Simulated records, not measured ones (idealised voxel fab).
The document below concerns the process module designated voxel transistor to metal.
Displayed cross-section: cut, width of 270 nm, square cells sized 5 nm.
Reading order for cross-sections: top band down to bottom band. Underlying form: a grid of square cells. Band size: one or more rows of cells.
For a band, the entry starts with two heights in nm, that of the top and then that of the bottom, and carries on with the band's materials in order from left to right, each alongside its width in nm; the word "all across" beside a single material means it fills the band edge to edge, and "blank" means empty space.
A quick word on heights: they are counted from 0, and under that level the wafer as it came to us is one material throughout. The lowest band is different from the rest in having no bottom; it simply continues downward, written as in "0..down".
You'd read "30..40" like this: the band's top row of cells is as wide as the first number, its bottom row is as wide as the second, and going down, every row changes width by the same amount as the row before did.
It should be understood that the words "no change", when stated for a given step, signify that the cross-section underwent no change in any of its cells during that step.
"Trapped voids" means: voids of 8 cells or more that are shut off from the top with no open way through. Written width x height at distance, distance from the left edge, in nm.
Post-settings text on a step line: simulator's own remark regarding the step.
overlay nm: right-of-plan distance of the mask on a masked step; negative values mean left-of-plan.
# Steps planned for the process
| 1 | RECEIVE, material Si |
| 2 | CONFORMAL_DEP, material SiO2, thk nm 5 |
| 3 | CONFORMAL_DEP, material SiN, thk nm 15 |
| 4 | PATTERN, tone cover, mask id ACTIVE, material resist, width nm 100, pitch nm 130, thk nm 20, overlay nm 0 |
| 5 | DIRECTIONAL_ETCH, etch materials SiN, depth nm 15 |
| 6 | DIRECTIONAL_ETCH, etch materials SiO2, depth nm 5 |
| 7 | DIRECTIONAL_ETCH, etch materials Si, depth nm 30 |
| 8 | STRIP, etch materials resist |
| 9 | OXIDIZE, depth nm 5 |
| 10 | FILL_DEP, material SiO2, thk nm 5 |
| 11 | CMP, height nm 20 |
| 12 | SELECTIVE_ETCH, etch materials SiO2, depth nm 15 |
| 13 | STRIP, etch materials SiN |
| 14 | SELECTIVE_ETCH, etch materials SiO2, depth nm 5 |
| 15 | OXIDIZE, depth nm 5 |
| 16 | DIRECTIONAL_DEP, material polySi, thk nm 25 |
| 17 | DIRECTIONAL_DEP, material SiCN, thk nm 10 |
| 18 | MASKED_ETCH, tone cover, mask id GATE, width nm 20, pitch nm 130, etch materials SiCN, depth nm 20, overlay nm 0 |
| 19 | MASKED_ETCH, tone cover, mask id GATE, width nm 20, pitch nm 130, etch materials polySi, depth nm 35, overlay nm 0 |
| 20 | CONFORMAL_DEP, material SiO2, thk nm 5 |
| 21 | DIRECTIONAL_ETCH, etch materials SiO2, depth nm 5 |
| 22 | CONFORMAL_DEP, material SiN, thk nm 5 |
| 23 | DIRECTIONAL_ETCH, etch materials SiN, depth nm 5 |
| 24 | DIRECTIONAL_ETCH, etch materials SiO2, depth nm 5 |
| 25 | DIRECTIONAL_ETCH, etch materials Si, depth nm 15 |
| 26 | EPI, material pSi, thk nm 20 |
| 27 | FILL_DEP, material SiO2, thk nm 5 |
| 28 | CMP, height nm 35 |
| 29 | DIRECTIONAL_DEP, material SiO2, thk nm 15 |
| 30 | MASKED_ETCH, tone open, mask id CONTACT, width nm 15, etch materials SiO2, depth nm 50, overlay nm 0 |
| 31 | CONFORMAL_DEP, material TiN, thk nm 5 |
| 32 | FILL_DEP, material Ru, thk nm 10 |
| 33 | CMP, height nm 50 |
| 34 | CONFORMAL_DEP, material SiN, thk nm 5 |
| 35 | DIRECTIONAL_DEP, material lowk, thk nm 15 |
| 36 | PATTERN, tone open, mask id METAL_1, material resist, width nm 15, thk nm 20, overlay nm 0 |
| 37 | DIRECTIONAL_ETCH, etch materials lowk, depth nm 15 |
| 38 | DIRECTIONAL_ETCH, etch materials SiN, depth nm 5 |
| 39 | STRIP, etch materials resist |
| 40 | CONFORMAL_DEP, material TiN, thk nm 5 |
| 41 | FILL_DEP, material W, thk nm 5 |
| 42 | CMP, height nm 70 |
| 43 | EPI, material Ru, thk nm 5 |
| 44 | FILL_DEP, material SiCN, thk nm 5 |
# Cross-section of the wafer as it came to us, i.e., already through step 1
0..down | Si all across
Trapped voids: none
# Below is the wafer in cross-section after the module was completed. It began from the starting point shown above and followed the plan shown above, except that one mistake was made while running it
80..75 | SiCN all across
75..70 | SiCN (20) / Ru (25) / SiCN (50) / Ru (25) / SiCN (30) / Ru (25) / SiCN (50) / Ru (25) / SiCN (20)
70..55 | lowk (25) / TiN (5) / W (5) / TiN (5) / lowk (60) / TiN (5) / W (5) / TiN (5) / lowk (40) / TiN (5) / W (5) / TiN (5) / lowk (60) / TiN (5) / W (5) / TiN (5) / lowk (25)
55..50 | SiN (25) / TiN (15) / SiN (60) / TiN (15) / SiN (40) / TiN (15) / SiN (60) / TiN (15) / SiN (25)
50..35 | SiO2 (25) / SiCN (5) / Ru (5) / SiCN (5) / SiO2 (60) / SiCN (5) / Ru (5) / SiCN (5) / SiO2 (40) / SiCN (5) / Ru (5) / SiCN (5) / SiO2 (60) / SiCN (5) / Ru (5) / SiCN (5) / SiO2 (25)
35..25 | SiO2 (25) / SiCN (5) / Ru (5) / SiCN (5) / SiO2 (10) / SiN (5) / SiO2 (5) / SiCN (20) / SiO2 (5) / SiN (5) / SiO2 (10) / SiCN (5) / Ru (5) / SiCN (5) / SiO2 (40) / SiCN (5) / Ru (5) / SiCN (5) / SiO2 (10) / SiN (5) / SiO2 (5) / SiCN (20) / SiO2 (5) / SiN (5) / SiO2 (10) / SiCN (5) / Ru (5) / SiCN (5) / SiO2 (25)
25..20 | SiO2 (25) / SiCN (5) / Ru (5) / SiCN (5) / SiO2 (10) / SiN (5) / SiO2 (5) / polySi (20) / SiO2 (5) / SiN (5) / SiO2 (10) / SiCN (5) / Ru (5) / SiCN (5) / SiO2 (40) / SiCN (5) / Ru (5) / SiCN (5) / SiO2 (10) / SiN (5) / SiO2 (5) / polySi (20) / SiO2 (5) / SiN (5) / SiO2 (10) / SiCN (5) / Ru (5) / SiCN (5) / SiO2 (25)
20..15 | SiO2 (25) / SiCN (15) / SiO2 (10) / SiN (5) / SiO2 (5) / polySi (20) / SiO2 (5) / SiN (5) / SiO2 (10) / SiCN (15) / SiO2 (40) / SiCN (15) / SiO2 (10) / SiN (5) / SiO2 (5) / polySi (20) / SiO2 (5) / SiN (5) / SiO2 (10) / SiCN (15) / SiO2 (25)
15..0 | SiO2 (25) / SiCN (5) / pSi (20) / SiN (5) / SiO2 (5) / polySi (20) / SiO2 (5) / SiN (5) / pSi (20) / SiCN (5) / SiO2 (40) / SiCN (5) / pSi (20) / SiN (5) / SiO2 (5) / polySi (20) / SiO2 (5) / SiN (5) / pSi (20) / SiCN (5) / SiO2 (25)
0..-5 | SiO2 (20) / pSi (30) / SiO2 (40) / pSi (30) / SiO2 (30) / pSi (30) / SiO2 (40) / pSi (30) / SiO2 (20)
-5..-20 | SiO2 (25) / pSi (25) / Si (40) / pSi (25) / SiO2 (40) / pSi (25) / Si (40) / pSi (25) / SiO2 (25)
-20..-35 | SiO2 (25) / Si (90) / SiO2 (40) / Si (90) / SiO2 (25)
-35..down | Si all across
Trapped voids: none
Which mistake was made when the wafer was run? so step 31 ended up running with a different setting than we planned, it ran as CONFORMAL_DEP, material SiCN, thk nm 5
